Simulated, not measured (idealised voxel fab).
A process module follows: voxel fin reveal.
Pictured: cross-section cut, 200 nm wide, on a grid of 5 nm square cells.
The cross-sections in this document take the form of a grid made of square cells. They are written out as bands, in order from top to bottom. Each band consists of one or more rows of cells. Read a band's entry like this: the first values are the height of its top and the height of its bottom in nm, and what follows is the sequence of materials from left to right, each with its width in nm. Note that "air" is empty space, and that a single material marked "full width" reaches across the band from edge to edge. Height 0 is the level under which the wafer as received is all one material. The lowest band goes on downwards, as in "0 nm and below". So if you see something like "30 to 40" for the width, read it as the top row of the band sitting at the first number and the bottom row at the second, with every row in between moving by the same amount as the last. "no alterations made" (step): cross-section cells unchanged, all of them. The list in "Closed void inventory" covers empty spaces of 8 cells or more that cannot reach the top through any open way, and it gives each as width x height at distance; the distance is from the left edge, and width, height and distance are in nm. Heads up: the bit after the settings on a step's line is the simulator's remark on that step. "overlay nm" answers the question of how far to the right of plan the mask lay on a step that has a mask, and when it is negative the answer is to the left.
The process steps that were planned are listed below:
1. RECEIVE | material Si
2. CONFORMAL_DEP | material SiN | thk nm 5
3. PATTERN | tone cover | mask id FINS | material resist | width nm 15 | pitch nm 45 | thk nm 20 | overlay nm 0
4. DIRECTIONAL_ETCH | etch materials SiN | depth nm 5
5. DIRECTIONAL_ETCH | etch materials Si | depth nm 40
6. STRIP | etch materials resist
7. OXIDIZE | depth nm 5
8. FILL_DEP | material SiO2 | thk nm 5
9. CMP | height nm -5
10. SELECTIVE_ETCH | etch materials SiO2 | depth nm 35
11. STRIP | etch materials SiN
The wafers in this document start out alike and differ in the height nm applied at step 9; the plan shows the value used for the first wafer.
As-received state after step 1, first of several wafers, cross-section:
- 0 nm and below | Si full width
- Closed void inventory: none
Tabulated below, wafer by wafer, are the end-of-module results: for each material, the number of cells gained (+) or lost (-) relative to the as-received state, followed by the closed voids:
height nm -5, -336 Si, +37 SiO2, Closed void inventory: none
height nm 0, -333 Si, +74 SiO2, Closed void inventory: none
height nm 5, -333 Si, +111 SiO2, Closed void inventory: none
height nm 10, -333 Si, +148 SiO2, Closed void inventory: none
